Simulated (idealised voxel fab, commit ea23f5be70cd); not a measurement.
Presented below is a process module, voxel wiring stack.
Displayed cross-section: cut, width of 235 nm, square cells sized 5 nm.
In this document a cross-section is written as a grid of square cells. It is given as a series of bands, listed from the top down, and a band is one or more rows of cells. Top height, bottom height, nm. Materials left to right, width each, nm. Single material + "everywhere" = fills band edge to edge. "empty" = empty. Note: height 0 marks the level under which the wafer is uniformly one material as received. Lowest band unbounded below, written "0 nm and below". So if you see something like "30 to 40" for the width, read it as the top row of the band sitting at the first number and the bottom row at the second, with every row in between moving by the same amount as the last. It should be understood that the words "nothing altered", when stated for a given step, signify that the cross-section underwent no change in any of its cells during that step. Look at "Encapsulated voids" for the closed voids: empty spaces with no open path to the top, sized 8 cells or up. Each is width x height at distance, distance from the left edge, all nm. Formally, on a step line, whatever follows the settings is a remark that the simulator itself makes on the step. Among the settings permitted on a step's line is "overlay nm"; applied to a step with a mask, it specifies the extent to which the mask lay to the right of its planned position, whereas a negative figure signifies a position to the left.

### So here's the lineup of process steps we planned
1: RECEIVE, material Si
2: CONFORMAL_DEP, material SiO2, thk nm 10
3: DIRECTIONAL_DEP, material TiN, thk nm 5
4: DIRECTIONAL_DEP, material W, thk nm 20
5: PATTERN, tone cover, mask id METAL_1, material resist, width nm 20, pitch nm 40, thk nm 20, overlay nm 0
6: DIRECTIONAL_ETCH, etch materials W, depth nm 20
7: DIRECTIONAL_ETCH, etch materials TiN, depth nm 5
8: STRIP, etch materials resist
9: FILL_DEP, material lowk, thk nm 5
10: CMP, height nm 35
11: CONFORMAL_DEP, material SiCN, thk nm 5
12: DIRECTIONAL_DEP, material lowk, thk nm 30
13: PATTERN, tone open, mask id METAL_2, material resist, width nm 20, pitch nm 40, thk nm 20, overlay nm 0
14: DIRECTIONAL_ETCH, etch materials lowk, depth nm 20
15: STRIP, etch materials resist
16: MASKED_ETCH, tone open, mask id METAL_2_HOLES, width nm 15, etch materials lowk, depth nm 10, overlay nm 0
17: MASKED_ETCH, tone open, mask id METAL_2_HOLES, width nm 15, etch materials SiCN, depth nm 5, overlay nm 0
18: CONFORMAL_DEP, material TiN, thk nm 5
19: FILL_DEP, material Cu, thk nm 5
20: CMP, height nm 70
21: CONFORMAL_DEP, material SiCN, thk nm 5
22: DIRECTIONAL_DEP, material lowk, thk nm 35
23: DIRECTIONAL_DEP, material aC, thk nm 10
24: PATTERN, tone open, mask id METAL_3, material resist, width nm 20, pitch nm 40, thk nm 30, overlay nm 0
25: DIRECTIONAL_ETCH, etch materials aC, depth nm 10
26: STRIP, etch materials resist
27: DIRECTIONAL_ETCH, etch materials lowk, depth nm 20
28: STRIP, etch materials aC
29: DIRECTIONAL_DEP, material aC, thk nm 15
30: PATTERN, tone open, mask id METAL_3_HOLES, material resist, width nm 15, thk nm 35, overlay nm 0
31: DIRECTIONAL_ETCH, etch materials aC, depth nm 15
32: STRIP, etch materials resist
33: DIRECTIONAL_ETCH, etch materials lowk, depth nm 15
34: DIRECTIONAL_ETCH, etch materials SiCN, depth nm 5
35: STRIP, etch materials aC
36: CONFORMAL_DEP, material TiN, thk nm 5
37: FILL_DEP, material Cu, thk nm 5
38: CMP, height nm 110
39: CONFORMAL_DEP, material SiCN, thk nm 5
40: DIRECTIONAL_DEP, material lowk, thk nm 10
41: MASKED_ETCH, tone open, mask id PLUG_3, width nm 15, pitch nm 40, etch materials lowk, depth nm 10, overlay nm 0
42: MASKED_ETCH, tone open, mask id PLUG_3, width nm 15, pitch nm 40, etch materials SiCN, depth nm 5, overlay nm 0
43: EPI, material Ru, thk nm 10
44: EPI, material Ru, thk nm 5
45: CONFORMAL_DEP, material SiN, thk nm 5
46: DIRECTIONAL_DEP, material lowk, thk nm 20
47: MASKED_ETCH, tone open, mask id METAL_4, width nm 20, pitch nm 40, etch materials lowk, depth nm 20, overlay nm 0
48: MASKED_ETCH, tone open, mask id METAL_4, width nm 20, pitch nm 40, etch materials SiN, depth nm 5, overlay nm 0
49: CONFORMAL_DEP, material TiN, thk nm 5
50: FILL_DEP, material Ru, thk nm 5
51: CMP, height nm 150
52: EPI, material Ru, thk nm 5
53: FILL_DEP, material SiCN, thk nm 5

### Received-state cross-section, reflecting completion of step 1
> 0 nm and below  Si everywhere
> Encapsulated voids: none

### First wafer of two, sectioned at end of module; run went per plan
> 160 nm to 155 nm  SiCN everywhere
> 155 nm to 150 nm  80 nm SiCN  30 nm Ru  10 nm SiCN  30 nm Ru  85 nm SiCN
> 150 nm to 130 nm  85 nm lowk  5 nm TiN  10 nm Ru  5 nm TiN  20 nm lowk  5 nm TiN  10 nm Ru  5 nm TiN  90 nm lowk
> 130 nm to 125 nm  85 nm SiN  20 nm TiN  20 nm SiN  20 nm TiN  90 nm SiN
> 125 nm to 115 nm  85 nm lowk  15 nm Ru  25 nm lowk  15 nm Ru  95 nm lowk
> 115 nm to 110 nm  85 nm SiCN  15 nm Ru  25 nm SiCN  15 nm Ru  95 nm SiCN
> 110 nm to 95 nm  85 nm lowk  5 nm TiN  10 nm Cu  5 nm TiN  20 nm lowk  5 nm TiN  10 nm Cu  5 nm TiN  90 nm lowk
> 95 nm to 90 nm  85 nm lowk  5 nm TiN  5 nm Cu  10 nm TiN  20 nm lowk  20 nm TiN  90 nm lowk
> 90 nm to 75 nm  85 nm lowk  5 nm TiN  5 nm Cu  5 nm TiN  135 nm lowk
> 75 nm to 70 nm  85 nm SiCN  15 nm TiN  135 nm SiCN
> 70 nm to 55 nm  85 nm lowk  5 nm TiN  10 nm Cu  5 nm TiN  20 nm lowk  5 nm TiN  10 nm Cu  5 nm TiN  90 nm lowk
> 55 nm to 50 nm  85 nm lowk  5 nm TiN  5 nm Cu  10 nm TiN  20 nm lowk  20 nm TiN  90 nm lowk
> 50 nm to 40 nm  85 nm lowk  5 nm TiN  5 nm Cu  5 nm TiN  135 nm lowk
> 40 nm to 35 nm  85 nm SiCN  15 nm TiN  135 nm SiCN
> 35 nm to 15 nm  85 nm lowk  20 nm W  20 nm lowk  20 nm W  90 nm lowk
> 15 nm to 10 nm  85 nm lowk  20 nm TiN  20 nm lowk  20 nm TiN  90 nm lowk
> 10 nm to 0 nm  SiO2 everywhere
> 0 nm and below  Si everywhere
> Encapsulated voids: none

### Cross-section, wafer two of two, end of module: same start and plan as wafer one, one error in execution
> 160 nm to 155 nm  SiCN everywhere
> 155 nm to 150 nm  80 nm SiCN  30 nm Ru  10 nm SiCN  30 nm Ru  85 nm SiCN
> 150 nm to 130 nm  85 nm lowk  5 nm TiN  10 nm Ru  5 nm TiN  20 nm lowk  5 nm TiN  10 nm Ru  5 nm TiN  90 nm lowk
> 130 nm to 125 nm  85 nm SiN  20 nm TiN  20 nm SiN  20 nm TiN  90 nm SiN
> 125 nm to 115 nm  85 nm lowk  15 nm Ru  25 nm lowk  15 nm Ru  95 nm lowk
> 115 nm to 110 nm  85 nm SiCN  15 nm Ru  25 nm SiCN  15 nm Ru  95 nm SiCN
> 110 nm to 95 nm  85 nm lowk  5 nm TiN  10 nm Cu  5 nm TiN  20 nm lowk  5 nm TiN  10 nm Cu  5 nm TiN  90 nm lowk
> 95 nm to 90 nm  85 nm lowk  5 nm TiN  5 nm Cu  10 nm TiN  20 nm lowk  20 nm TiN  90 nm lowk
> 90 nm to 75 nm  85 nm lowk  5 nm TiN  5 nm Cu  5 nm TiN  135 nm lowk
> 75 nm to 70 nm  85 nm SiCN  15 nm TiN  135 nm SiCN
> 70 nm to 55 nm  85 nm lowk  5 nm TiN  10 nm Cu  5 nm TiN  20 nm lowk  5 nm TiN  10 nm Cu  5 nm TiN  90 nm lowk
> 55 nm to 50 nm  85 nm lowk  5 nm TiN  5 nm Cu  10 nm TiN  20 nm lowk  20 nm TiN  90 nm lowk
> 50 nm to 40 nm  85 nm lowk  5 nm TiN  5 nm Cu  5 nm TiN  135 nm lowk
> 40 nm to 35 nm  85 nm SiCN  15 nm TiN  135 nm SiCN
> 35 nm to 15 nm  85 nm lowk  20 nm W  20 nm lowk  20 nm W  90 nm lowk
> 15 nm to 5 nm  SiO2 everywhere
> 5 nm to 0 nm  TiN everywhere
> 0 nm and below  Si everywhere
> Encapsulated voids: none
Deviation from plan: the intended sequence of steps 2 and 3 was reversed during processing, with each occupying the position of the other
The final cell counts differ between the wafers, with the second having more or fewer of some materials than the first: TiN: 39 more, lowk: 39 fewer
